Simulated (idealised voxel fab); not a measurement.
Module name: voxel ribs on slabs (process module)
Cross-section cut: width 290 nm, square cells of 5 nm.
This document writes a cross-section as a grid whose cells are square, and gives it as bands, listed from the top down; one or more rows of cells form a band. The band entry comprises the height of the band's top followed by the height of its bottom, expressed in nm, and subsequently the band's materials from left to right, each stated together with its width in nm. Where a single material is marked with the word "throughout", that material fills the band from edge to edge. The word "empty" represents empty space. Beneath 0, the wafer as received is one material, and that level is where height counting begins. The lowest band goes on downward without a bottom; it is written like "0 down". Read "30->40" as a graded width: first number on top, second number at the bottom, same change between each pair of neighbouring rows. Basically "nothing was modified" means that step didn't change any cell in the cross-section. Listed in "Trapped voids": every empty space of 8 or more cells without an open way to the top. Form: width x height at distance, the distance being from the left edge, all in nm. If you see something after the settings on a step's line, that's the simulator's own remark about that step. A step line may carry the setting "overlay nm", which, for steps involving a mask, states the distance by which the mask lay to the right of its intended position; negative values denote displacement to the left. Everything after this point is organized in pairs: a cross-section before one process step, a cross-section after it that shows only as deep as the lowest changed band, and, under the pair, the intervening step with its settings. Because different runs of this module on the same starting wafer can supply different pairs, a pair continues from the pair above it only if its entry headed "Before processing" says so.
BEFORE PROCESSING
	0 down | Si throughout
	Trapped voids: none
AS PROCESSED
	30 to 0 | SiO2 throughout
	Below 0 it's all the same as before, nothing changed down there.
	Trapped voids: none
Processing between the before and after sections above: DIRECTIONAL_DEP | material SiO2 | thk nm 30
Before processing: it's just the after picture from the pair right above this one.
AS PROCESSED
	50 to 30 | polySi throughout
	Below 30 it's all the same as before, nothing changed down there.
	Trapped voids: none
Processing between the before and after sections above: DIRECTIONAL_DEP | material polySi | thk nm 20
Before processing: it's just the after picture from the pair right above this one.
AS PROCESSED
	50 to 45 | 130 of empty | 25 of polySi | 135 of empty
	Below 45 it's all the same as before, nothing changed down there.
	Trapped voids: none
Processing between the before and after sections above: MASKED_ETCH | tone cover | mask id RIB | width nm 25 | etch materials polySi | depth nm 5 | overlay nm 0
Before processing: it's just the after picture from the pair right above this one.
AS PROCESSED
	65 to 50 | 115 of empty | 55 of resist | 120 of empty
	50 to 45 | 115 of empty | 15 of resist | 25 of polySi | 15 of resist | 120 of empty
	Below 45 it's all the same as before, nothing changed down there.
	Trapped voids: none
Processing between the before and after sections above: PATTERN | tone cover | mask id SLAB | material resist | width nm 55 | thk nm 15 | overlay nm 0
Before processing: it's just the after picture from the pair right above this one.
AS PROCESSED
	65 to 50 | 115 of empty | 55 of resist | 120 of empty
	50 to 45 | 115 of empty | 15 of resist | 25 of polySi | 15 of resist | 120 of empty
	45 to 30 | 115 of empty | 55 of polySi | 120 of empty
	Below 30 it's all the same as before, nothing changed down there.
	Trapped voids: none
Processing between the before and after sections above: DIRECTIONAL_ETCH | etch materials polySi | depth nm 15
Before processing: it's just the after picture from the pair right above this one.
AS PROCESSED
	50 to 45 | 130 of empty | 25 of polySi | 135 of empty
	Below 45 it's all the same as before, nothing changed down there.
	Trapped voids: none
Processing between the before and after sections above: STRIP | etch materials resist
Before processing: it's just the after picture from the pair right above this one.
AS PROCESSED
	70 to 50 | SiO2 throughout
	50 to 45 | 130 of SiO2 | 25 of polySi | 135 of SiO2
	45 to 30 | 115 of SiO2 | 55 of polySi | 120 of SiO2
	Below 30 it's all the same as before, nothing changed down there.
	Trapped voids: none
Processing between the before and after sections above: FILL_DEP | material SiO2 | thk nm 20
Before processing: it's just the after picture from the pair right above this one.
AS PROCESSED
	60 to 50 | SiO2 throughout
	Below 50 it's all the same as before, nothing changed down there.
	Trapped voids: none
Processing between the before and after sections above: CMP | height nm 60
Before processing: it's just the after picture from the pair right above this one.
AS PROCESSED
	65 to 60 | W throughout
	Below 60 it's all the same as before, nothing changed down there.
	Trapped voids: none
Processing between the before and after sections above: DIRECTIONAL_DEP | material W | thk nm 5
Before processing: it's just the after picture from the pair right above this one.
AS PROCESSED
	65 to 60 | 125 of empty | 35 of W | 130 of empty
	Below 60 it's all the same as before, nothing changed down there.
	Trapped voids: none
Processing between the before and after sections above: MASKED_ETCH | tone cover | mask id HEATER | width nm 35 | etch materials W | depth nm 5 | overlay nm 0
Before processing: it's just the after picture from the pair right above this one.
AS PROCESSED
	75 to 70 | 115 of empty | 55 of SiN | 120 of empty
	70 to 65 | SiN throughout
	65 to 60 | 125 of SiN | 35 of W | 130 of SiN
	Below 60 it's all the same as before, nothing changed down there.
	Trapped voids: none
Processing between the before and after sections above: CONFORMAL_DEP | material SiN | thk nm 10
BEFORE PROCESSING
	50 to 30 | polySi throughout
	30 to 0 | SiO2 throughout
	0 down | Si throughout
	Trapped voids: none
AS PROCESSED
	70 to 30 | polySi throughout
	Below 30 it's all the same as before, nothing changed down there.
	Trapped voids: none
Processing between the before and after sections above: DIRECTIONAL_DEP | material polySi | thk nm 20
Before processing: it's just the after picture from the pair right above this one.
AS PROCESSED
	70 to 65 | 130 of empty | 25 of polySi | 135 of empty
	Below 65 it's all the same as before, nothing changed down there.
	Trapped voids: none
Processing between the before and after sections above: MASKED_ETCH | tone cover | mask id RIB | width nm 25 | etch materials polySi | depth nm 5 | overlay nm 0
Before processing: it's just the after picture from the pair right above this one.
AS PROCESSED
	85 to 70 | 115 of empty | 55 of resist | 120 of empty
	70 to 65 | 115 of empty | 15 of resist | 25 of polySi | 15 of resist | 120 of empty
	Below 65 it's all the same as before, nothing changed down there.
	Trapped voids: none
Processing between the before and after sections above: PATTERN | tone cover | mask id SLAB | material resist | width nm 55 | thk nm 15 | overlay nm 0
Before processing: it's just the after picture from the pair right above this one.
AS PROCESSED
	85 to 70 | 115 of empty | 55 of resist | 120 of empty
	70 to 65 | 115 of empty | 15 of resist | 25 of polySi | 15 of resist | 120 of empty
	65 to 50 | 115 of empty | 55 of polySi | 120 of empty
	Below 50 it's all the same as before, nothing changed down there.
	Trapped voids: none
Processing between the before and after sections above: DIRECTIONAL_ETCH | etch materials polySi | depth nm 15
Before processing: it's just the after picture from the pair right above this one.
AS PROCESSED
	70 to 65 | 130 of empty | 25 of polySi | 135 of empty
	Below 65 it's all the same as before, nothing changed down there.
	Trapped voids: none
Processing between the before and after sections above: STRIP | etch materials resist
Before processing: it's just the after picture from the pair right above this one.
AS PROCESSED
	90 to 70 | SiO2 throughout
	70 to 65 | 130 of SiO2 | 25 of polySi | 135 of SiO2
	65 to 50 | 115 of SiO2 | 55 of polySi | 120 of SiO2
	Below 50 it's all the same as before, nothing changed down there.
	Trapped voids: none
Processing between the before and after sections above: FILL_DEP | material SiO2 | thk nm 20
Before processing: it's just the after picture from the pair right above this one.
AS PROCESSED
	60 to 50 | 115 of SiO2 | 55 of polySi | 120 of SiO2
	Below 50 it's all the same as before, nothing changed down there.
	Trapped voids: none
Processing between the before and after sections above: CMP | height nm 60
Before processing: it's just the after picture from the pair right above this one.
AS PROCESSED
	65 to 60 | W throughout
	Below 60 it's all the same as before, nothing changed down there.
	Trapped voids: none
Processing between the before and after sections above: DIRECTIONAL_DEP | material W | thk nm 5
Before processing: it's just the after picture from the pair right above this one.
AS PROCESSED
	65 to 60 | 125 of empty | 35 of W | 130 of empty
	Below 60 it's all the same as before, nothing changed down there.
	Trapped voids: none
Processing between the before and after sections above: MASKED_ETCH | tone cover | mask id HEATER | width nm 35 | etch materials W | depth nm 5 | overlay nm 0
Before processing: it's just the after picture from the pair right above this one.
AS PROCESSED
	75 to 70 | 115 of empty | 55 of SiN | 120 of empty
	70 to 65 | SiN throughout
	65 to 60 | 125 of SiN | 35 of W | 130 of SiN
	Below 60 it's all the same as before, nothing changed down there.
	Trapped voids: none
Processing between the before and after sections above: CONFORMAL_DEP | material SiN | thk nm 10
BEFORE PROCESSING
	0 down | Si throughout
	Trapped voids: none
AS PROCESSED
	20 to 0 | polySi throughout
	Below 0 it's all the same as before, nothing changed down there.
	Trapped voids: none
Processing between the before and after sections above: DIRECTIONAL_DEP | material polySi | thk nm 20
Before processing: it's just the after picture from the pair right above this one.
AS PROCESSED
	50 to 20 | SiO2 throughout
	Below 20 it's all the same as before, nothing changed down there.
	Trapped voids: none
Processing between the before and after sections above: DIRECTIONAL_DEP | material SiO2 | thk nm 30
Before processing: it's just the after picture from the pair right above this one.
AS PROCESSED
	65 to 50 | 115 of empty | 55 of resist | 120 of empty
	Below 50 it's all the same as before, nothing changed down there.
	Trapped voids: none
Processing between the before and after sections above: PATTERN | tone cover | mask id SLAB | material resist | width nm 55 | thk nm 15 | overlay nm 0
Before processing: it's just the after picture from the pair right above this one.
AS PROCESSED
	50 to 20 | SiO2 throughout
	Below 20 it's all the same as before, nothing changed down there.
	Trapped voids: none
Processing between the before and after sections above: STRIP | etch materials resist
Before processing: it's just the after picture from the pair right above this one.
AS PROCESSED
	70 to 20 | SiO2 throughout
	Below 20 it's all the same as before, nothing changed down there.
	Trapped voids: none
Processing between the before and after sections above: FILL_DEP | material SiO2 | thk nm 20
Before processing: it's just the after picture from the pair right above this one.
AS PROCESSED
	60 to 20 | SiO2 throughout
	Below 20 it's all the same as before, nothing changed down there.
	Trapped voids: none
Processing between the before and after sections above: CMP | height nm 60
Before processing: it's just the after picture from the pair right above this one.
AS PROCESSED
	65 to 60 | W throughout
	Below 60 it's all the same as before, nothing changed down there.
	Trapped voids: none
Processing between the before and after sections above: DIRECTIONAL_DEP | material W | thk nm 5
Before processing: it's just the after picture from the pair right above this one.
AS PROCESSED
	65 to 60 | 125 of empty | 35 of W | 130 of empty
	Below 60 it's all the same as before, nothing changed down there.
	Trapped voids: none
Processing between the before and after sections above: MASKED_ETCH | tone cover | mask id HEATER | width nm 35 | etch materials W | depth nm 5 | overlay nm 0
Before processing: it's just the after picture from the pair right above this one.
AS PROCESSED
	75 to 70 | 115 of empty | 55 of SiN | 120 of empty
	70 to 65 | SiN throughout
	65 to 60 | 125 of SiN | 35 of W | 130 of SiN
	Below 60 it's all the same as before, nothing changed down there.
	Trapped voids: none
Processing between the before and after sections above: CONFORMAL_DEP | material SiN | thk nm 10
BEFORE PROCESSING
	60 to 50 | SiO2 throughout
	50 to 45 | 130 of SiO2 | 25 of polySi | 135 of SiO2
	45 to 30 | 115 of SiO2 | 55 of polySi | 120 of SiO2
	30 to 0 | SiO2 throughout
	0 down | Si throughout
	Trapped voids: none
AS PROCESSED
	75 to 60 | W throughout
	Below 60 it's all the same as before, nothing changed down there.
	Trapped voids: none
Processing between the before and after sections above: DIRECTIONAL_DEP | material W | thk nm 15
Before processing: it's just the after picture from the pair right above this one.
AS PROCESSED
	75 to 70 | 125 of empty | 35 of W | 130 of empty
	Below 70 it's all the same as before, nothing changed down there.
	Trapped voids: none
Processing between the before and after sections above: MASKED_ETCH | tone cover | mask id HEATER | width nm 35 | etch materials W | depth nm 5 | overlay nm 0
Before processing: it's just the after picture from the pair right above this one.
AS PROCESSED
	85 to 80 | 115 of empty | 55 of SiN | 120 of empty
	80 to 75 | SiN throughout
	75 to 70 | 125 of SiN | 35 of W | 130 of SiN
	Below 70 it's all the same as before, nothing changed down there.
	Trapped voids: none
Processing between the before and after sections above: CONFORMAL_DEP | material SiN | thk nm 10
BEFORE PROCESSING
	50 to 45 | 130 of empty | 25 of polySi | 135 of empty
	45 to 30 | polySi throughout
	30 to 0 | SiO2 throughout
	0 down | Si throughout
	Trapped voids: none
AS PROCESSED
	65 to 50 | 115 of empty | 60 of resist | 115 of empty
	50 to 45 | 115 of empty | 15 of resist | 25 of polySi | 20 of resist | 115 of empty
	Below 45 it's all the same as before, nothing changed down there.
	Trapped voids: none
Processing between the before and after sections above: PATTERN | tone cover | mask id SLAB | material resist | width nm 60 | thk nm 15 | overlay nm 0
Before processing: it's just the after picture from the pair right above this one.
AS PROCESSED
	65 to 50 | 115 of empty | 60 of resist | 115 of empty
	50 to 45 | 115 of empty | 15 of resist | 25 of polySi | 20 of resist | 115 of empty
	45 to 30 | 115 of empty | 60 of polySi | 115 of empty
	Below 30 it's all the same as before, nothing changed down there.
	Trapped voids: none
Processing between the before and after sections above: DIRECTIONAL_ETCH | etch materials polySi | depth nm 15
Before processing: it's just the after picture from the pair right above this one.
AS PROCESSED
	50 to 45 | 130 of empty | 25 of polySi | 135 of empty
	Below 45 it's all the same as before, nothing changed down there.
	Trapped voids: none
Processing between the before and after sections above: STRIP | etch materials resist
Before processing: it's just the after picture from the pair right above this one.
AS PROCESSED
	70 to 50 | SiO2 throughout
	50 to 45 | 130 of SiO2 | 25 of polySi | 135 of SiO2
	45 to 30 | 115 of SiO2 | 60 of polySi | 115 of SiO2
	Below 30 it's all the same as before, nothing changed down there.
	Trapped voids: none
Processing between the before and after sections above: FILL_DEP | material SiO2 | thk nm 20
Before processing: it's just the after picture from the pair right above this one.
AS PROCESSED
	60 to 50 | SiO2 throughout
	Below 50 it's all the same as before, nothing changed down there.
	Trapped voids: none
Processing between the before and after sections above: CMP | height nm 60
Before processing: it's just the after picture from the pair right above this one.
AS PROCESSED
	65 to 60 | W throughout
	Below 60 it's all the same as before, nothing changed down there.
	Trapped voids: none
Processing between the before and after sections above: DIRECTIONAL_DEP | material W | thk nm 5
Before processing: it's just the after picture from the pair right above this one.
AS PROCESSED
	65 to 60 | 125 of empty | 35 of W | 130 of empty
	Below 60 it's all the same as before, nothing changed down there.
	Trapped voids: none
Processing between the before and after sections above: MASKED_ETCH | tone cover | mask id HEATER | width nm 35 | etch materials W | depth nm 5 | overlay nm 0
Before processing: it's just the after picture from the pair right above this one.
AS PROCESSED
	75 to 70 | 115 of empty | 55 of SiN | 120 of empty
	70 to 65 | SiN throughout
	65 to 60 | 125 of SiN | 35 of W | 130 of SiN
	Below 60 it's all the same as before, nothing changed down there.
	Trapped voids: none
Processing between the before and after sections above: CONFORMAL_DEP | material SiN | thk nm 10
BEFORE PROCESSING
	65 to 60 | W throughout
	60 to 50 | SiO2 throughout
	50 to 45 | 130 of SiO2 | 25 of polySi | 135 of SiO2
	45 to 30 | 115 of SiO2 | 55 of polySi | 120 of SiO2
	30 to 0 | SiO2 throughout
	0 down | Si throughout
	Trapped voids: none
AS PROCESSED
	65 to 60 | 120 of empty | 35 of W | 135 of empty
	Below 60 it's all the same as before, nothing changed down there.
	Trapped voids: none
Processing between the before and after sections above: MASKED_ETCH | tone cover | mask id HEATER | width nm 35 | etch materials W | depth nm 5 | overlay nm -5
Before processing: it's just the after picture from the pair right above this one.
AS PROCESSED
	75 to 70 | 110 of empty | 55 of SiN | 125 of empty
	70 to 65 | SiN throughout
	65 to 60 | 120 of SiN | 35 of W | 135 of SiN
	Below 60 it's all the same as before, nothing changed down there.
	Trapped voids: none
Processing between the before and after sections above: CONFORMAL_DEP | material SiN | thk nm 10
BEFORE PROCESSING
	0 down | Si throughout
	Trapped voids: none
AS PROCESSED
	30 to 0 | SiN throughout
	Below 0 it's all the same as before, nothing changed down there.
	Trapped voids: none
Processing between the before and after sections above: DIRECTIONAL_DEP | material SiN | thk nm 30
Before processing: it's just the after picture from the pair right above this one.
AS PROCESSED
	50 to 30 | polySi throughout
	Below 30 it's all the same as before, nothing changed down there.
	Trapped voids: none
Processing between the before and after sections above: DIRECTIONAL_DEP | material polySi | thk nm 20
Before processing: it's just the after picture from the pair right above this one.
AS PROCESSED
	50 to 45 | 130 of empty | 25 of polySi | 135 of empty
	Below 45 it's all the same as before, nothing changed down there.
	Trapped voids: none
Processing between the before and after sections above: MASKED_ETCH | tone cover | mask id RIB | width nm 25 | etch materials polySi | depth nm 5 | overlay nm 0
Before processing: it's just the after picture from the pair right above this one.
AS PROCESSED
	65 to 50 | 115 of empty | 55 of resist | 120 of empty
	50 to 45 | 115 of empty | 15 of resist | 25 of polySi | 15 of resist | 120 of empty
	Below 45 it's all the same as before, nothing changed down there.
	Trapped voids: none
Processing between the before and after sections above: PATTERN | tone cover | mask id SLAB | material resist | width nm 55 | thk nm 15 | overlay nm 0
Before processing: it's just the after picture from the pair right above this one.
AS PROCESSED
	65 to 50 | 115 of empty | 55 of resist | 120 of empty
	50 to 45 | 115 of empty | 15 of resist | 25 of polySi | 15 of resist | 120 of empty
	45 to 30 | 115 of empty | 55 of polySi | 120 of empty
	Below 30 it's all the same as before, nothing changed down there.
	Trapped voids: none
Processing between the before and after sections above: DIRECTIONAL_ETCH | etch materials polySi | depth nm 15
Before processing: it's just the after picture from the pair right above this one.
AS PROCESSED
	50 to 45 | 130 of empty | 25 of polySi | 135 of empty
	Below 45 it's all the same as before, nothing changed down there.
	Trapped voids: none
Processing between the before and after sections above: STRIP | etch materials resist
Before processing: it's just the after picture from the pair right above this one.
AS PROCESSED
	70 to 50 | SiO2 throughout
	50 to 45 | 130 of SiO2 | 25 of polySi | 135 of SiO2
	45 to 30 | 115 of SiO2 | 55 of polySi | 120 of SiO2
	Below 30 it's all the same as before, nothing changed down there.
	Trapped voids: none
Processing between the before and after sections above: FILL_DEP | material SiO2 | thk nm 20
Before processing: it's just the after picture from the pair right above this one.
AS PROCESSED
	60 to 50 | SiO2 throughout
	Below 50 it's all the same as before, nothing changed down there.
	Trapped voids: none
Processing between the before and after sections above: CMP | height nm 60
Before processing: it's just the after picture from the pair right above this one.
AS PROCESSED
	65 to 60 | W throughout
	Below 60 it's all the same as before, nothing changed down there.
	Trapped voids: none
Processing between the before and after sections above: DIRECTIONAL_DEP | material W | thk nm 5
Before processing: it's just the after picture from the pair right above this one.
AS PROCESSED
	65 to 60 | 125 of empty | 35 of W | 130 of empty
	Below 60 it's all the same as before, nothing changed down there.
	Trapped voids: none
Processing between the before and after sections above: MASKED_ETCH | tone cover | mask id HEATER | width nm 35 | etch materials W | depth nm 5 | overlay nm 0
Before processing: it's just the after picture from the pair right above this one.
AS PROCESSED
	75 to 70 | 115 of empty | 55 of SiN | 120 of empty
	70 to 65 | SiN throughout
	65 to 60 | 125 of SiN | 35 of W | 130 of SiN
	Below 60 it's all the same as before, nothing changed down there.
	Trapped voids: none
Processing between the before and after sections above: CONFORMAL_DEP | material SiN | thk nm 10
BEFORE PROCESSING
	50 to 30 | polySi throughout
	30 to 0 | SiO2 throughout
	0 down | Si throughout
	Trapped voids: none
AS PROCESSED
	50 to 45 | 130 of polySi | 25 of empty | 135 of polySi
	Below 45 it's all the same as before, nothing changed down there.
	Trapped voids: none
Processing between the before and after sections above: MASKED_ETCH | tone open | mask id RIB | width nm 25 | etch materials polySi | depth nm 5 | overlay nm 0
Before processing: it's just the after picture from the pair right above this one.
AS PROCESSED
	65 to 50 | 115 of empty | 55 of resist | 120 of empty
	50 to 45 | 130 of polySi | 25 of resist | 135 of polySi
	Below 45 it's all the same as before, nothing changed down there.
	Trapped voids: none
Processing between the before and after sections above: PATTERN | tone cover | mask id SLAB | material resist | width nm 55 | thk nm 15 | overlay nm 0
Before processing: it's just the after picture from the pair right above this one.
AS PROCESSED
	65 to 50 | 115 of empty | 55 of resist | 120 of empty
	50 to 45 | 115 of empty | 15 of polySi | 25 of resist | 15 of polySi | 120 of empty
	45 to 35 | 115 of empty | 55 of polySi | 120 of empty
	Below 35 it's all the same as before, nothing changed down there.
	Trapped voids: none
Processing between the before and after sections above: DIRECTIONAL_ETCH | etch materials polySi | depth nm 15
Before processing: it's just the after picture from the pair right above this one.
AS PROCESSED
	50 to 45 | 115 of empty | 15 of polySi | 25 of empty | 15 of polySi | 120 of empty
	Below 45 it's all the same as before, nothing changed down there.
	Trapped voids: none
Processing between the before and after sections above: STRIP | etch materials resist
Before processing: it's just the after picture from the pair right above this one.
AS PROCESSED
	70 to 50 | SiO2 throughout
	50 to 45 | 115 of SiO2 | 15 of polySi | 25 of SiO2 | 15 of polySi | 120 of SiO2
	45 to 35 | 115 of SiO2 | 55 of polySi | 120 of SiO2
	Below 35 it's all the same as before, nothing changed down there.
	Trapped voids: none
Processing between the before and after sections above: FILL_DEP | material SiO2 | thk nm 20
Before processing: it's just the after picture from the pair right above this one.
AS PROCESSED
	60 to 50 | SiO2 throughout
	Below 50 it's all the same as before, nothing changed down there.
	Trapped voids: none
Processing between the before and after sections above: CMP | height nm 60
Before processing: it's just the after picture from the pair right above this one.
AS PROCESSED
	65 to 60 | W throughout
	Below 60 it's all the same as before, nothing changed down there.
	Trapped voids: none
Processing between the before and after sections above: DIRECTIONAL_DEP | material W | thk nm 5
Before processing: it's just the after picture from the pair right above this one.
AS PROCESSED
	65 to 60 | 125 of empty | 35 of W | 130 of empty
	Below 60 it's all the same as before, nothing changed down there.
	Trapped voids: none
Processing between the before and after sections above: MASKED_ETCH | tone cover | mask id HEATER | width nm 35 | etch materials W | depth nm 5 | overlay nm 0
Before processing: it's just the after picture from the pair right above this one.
AS PROCESSED
	75 to 70 | 115 of empty | 55 of SiN | 120 of empty
	70 to 65 | SiN throughout
	65 to 60 | 125 of SiN | 35 of W | 130 of SiN
	Below 60 it's all the same as before, nothing changed down there.
	Trapped voids: none
Processing between the before and after sections above: CONFORMAL_DEP | material SiN | thk nm 10
